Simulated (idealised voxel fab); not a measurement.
The name of this process module is voxel capacitor over wiring.
Xsec cut, 220 nm wide, square cell size 5 nm.
Cross-section, as written here: a square-cell grid given band by band from the top down, where a band holds one or more rows of cells. A band entry consists of two parts. The first gives the height of the band's top and the height of its bottom, in nm. The rest lists the band's materials from left to right, each with its width in nm. A single material labelled with the word "all across" fills the band from edge to edge, and the word "air" marks empty space. Heights are measured from 0, the level below which the as-received wafer is all one material; the lowest band has no bottom and continues downward, written as in "0 -> down". Read "30->40" as a graded width: first number on top, second number at the bottom, same change between each pair of neighbouring rows. "nothing got changed", as given for a step, is the statement that not any cell of the cross-section underwent a change during that step. In the "Trapped cavities" entry, you get each enclosed empty space of 8 cells or more, one with no open way to the top, written width x height at distance, distance from the left edge, in nm. Anything after a step's settings on that line? It's the simulator's own note about the step. "overlay nm" answers the question of how far to the right of plan the mask lay on a step that has a mask, and when it is negative the answer is to the left.

This section lists the process steps that were planned:
1. RECEIVE,material Si
2. CONFORMAL_DEP,material SiO2,thk nm 10
3. CONFORMAL_DEP,material SiCN,thk nm 5
4. DIRECTIONAL_DEP,material lowk,thk nm 15
5. PATTERN,tone open,mask id METAL_1,material resist,width nm 30,pitch nm 85,thk nm 15,overlay nm 0
6. DIRECTIONAL_ETCH,etch materials lowk,depth nm 15
7. DIRECTIONAL_ETCH,etch materials SiCN,depth nm 5
8. STRIP,etch materials resist
9. CONFORMAL_DEP,material TiN,thk nm 5
10. FILL_DEP,material W,thk nm 10
11. CMP,height nm 30
12. CONFORMAL_DEP,material SiCN,thk nm 5
13. DIRECTIONAL_DEP,material lowk,thk nm 10
14. DIRECTIONAL_DEP,material aC,thk nm 15
15. PATTERN,tone open,mask id PLUG_1,material resist,width nm 15,thk nm 30,overlay nm 0
16. DIRECTIONAL_ETCH,etch materials aC,depth nm 15
17. STRIP,etch materials resist
18. DIRECTIONAL_ETCH,etch materials lowk,depth nm 10
19. DIRECTIONAL_ETCH,etch materials SiCN,depth nm 5
20. STRIP,etch materials aC
21. EPI,material Ru,thk nm 10
22. EPI,material Ru,thk nm 5
23. DIRECTIONAL_DEP,material TiN,thk nm 5
24. DIRECTIONAL_DEP,material Al2O3,thk nm 5
25. DIRECTIONAL_DEP,material TiN,thk nm 5
26. PATTERN,tone cover,mask id UPPER_PLATE,material resist,width nm 60,thk nm 20,overlay nm 0
27. DIRECTIONAL_ETCH,etch materials TiN,depth nm 5
28. DIRECTIONAL_ETCH,etch materials Al2O3,depth nm 5
29. STRIP,etch materials resist
30. DIRECTIONAL_DEP,material aC,thk nm 15
31. PATTERN,tone cover,mask id LOWER_PLATE,material resist,width nm 70,thk nm 30,overlay nm 0
32. DIRECTIONAL_ETCH,etch materials aC,depth nm 15
33. STRIP,etch materials resist
34. DIRECTIONAL_ETCH,etch materials TiN,depth nm 5
35. STRIP,etch materials aC
36. FILL_DEP,material SiO2,thk nm 20
37. CMP,height nm 75
38. PATTERN,tone open,mask id PLUG_2,material resist,width nm 15,thk nm 15,overlay nm 0
39. DIRECTIONAL_ETCH,etch materials SiO2,depth nm 15
40. STRIP,etch materials resist
41. CONFORMAL_DEP,material TiN,thk nm 5
42. FILL_DEP,material Cu,thk nm 10
43. CMP,height nm 75
44. CONFORMAL_DEP,material SiN,thk nm 5
Variable across wafers: step 9 thk nm (plan value is that of the first wafer; starting state common to all).

first wafer as received, after step 1:
    0 -> down = Si all across
    Trapped cavities: none

Module finished, last step 44 done: cross-section of the first of several wafers:
    80 -> 75 = SiN all across
    75 -> 65 = SiO2 (75), then TiN (5), then Cu (5), then TiN (5), then SiO2 (130)
    65 -> 55 = SiO2 (75->65), then TiN (15->60), then SiO2 (130->95)
    55 -> 50 = SiO2 (65), then Al2O3 (60), then SiO2 (95)
    50 -> 45 = SiO2 (60), then TiN (70), then SiO2 (90)
    45 -> 35 = lowk (65), then Ru (15), then lowk (140)
    35 -> 30 = SiCN (65), then Ru (15), then SiCN (140)
    30 -> 15 = lowk (50), then TiN (5), then W (20), then TiN (5), then lowk (55), then TiN (5), then W (20), then TiN (5), then lowk (55)
    15 -> 10 = SiCN (50), then TiN (30), then SiCN (55), then TiN (30), then SiCN (55)
    10 -> 0 = SiO2 all across
    0 -> down = Si all across
    Trapped cavities: none

Cross-section of the final wafer among several, taken at the end of the module:
    80 -> 75 = SiN all across
    75 -> 65 = SiO2 (75), then TiN (5), then Cu (5), then TiN (5), then SiO2 (130)
    65 -> 55 = SiO2 (75->65), then TiN (15->60), then SiO2 (130->95)
    55 -> 50 = SiO2 (65), then Al2O3 (60), then SiO2 (95)
    50 -> 45 = SiO2 (60), then TiN (70), then SiO2 (90)
    45 -> 35 = lowk (65), then Ru (15), then lowk (140)
    35 -> 30 = SiCN (65), then Ru (15), then SiCN (140)
    30 -> 15 = lowk (50), then TiN (30), then lowk (55), then TiN (30), then lowk (55)
    15 -> 10 = SiCN (50), then TiN (30), then SiCN (55), then TiN (30), then SiCN (55)
    10 -> 0 = SiO2 all across
    0 -> down = Si all across
    Trapped cavities: none

Each row below is a wafer at the end of the module, listing for every material the number of cells it has gained (+) or lost (-) since it was received, followed by its closed voids:
thk nm 5, +12 Al2O3, +2 Cu, +9 Ru, +73 SiCN, +44 SiN, +305 SiO2, +57 TiN, +24 W, +178 lowk, Trapped cavities: none
thk nm 10, +12 Al2O3, +2 Cu, +9 Ru, +73 SiCN, +44 SiN, +305 SiO2, +73 TiN, +8 W, +178 lowk, Trapped cavities: none
thk nm 15, +12 Al2O3, +2 Cu, +9 Ru, +73 SiCN, +44 SiN, +305 SiO2, +81 TiN, +178 lowk, Trapped cavities: none
thk nm 20, +12 Al2O3, +2 Cu, +9 Ru, +73 SiCN, +44 SiN, +305 SiO2, +81 TiN, +178 lowk, Trapped cavities: none
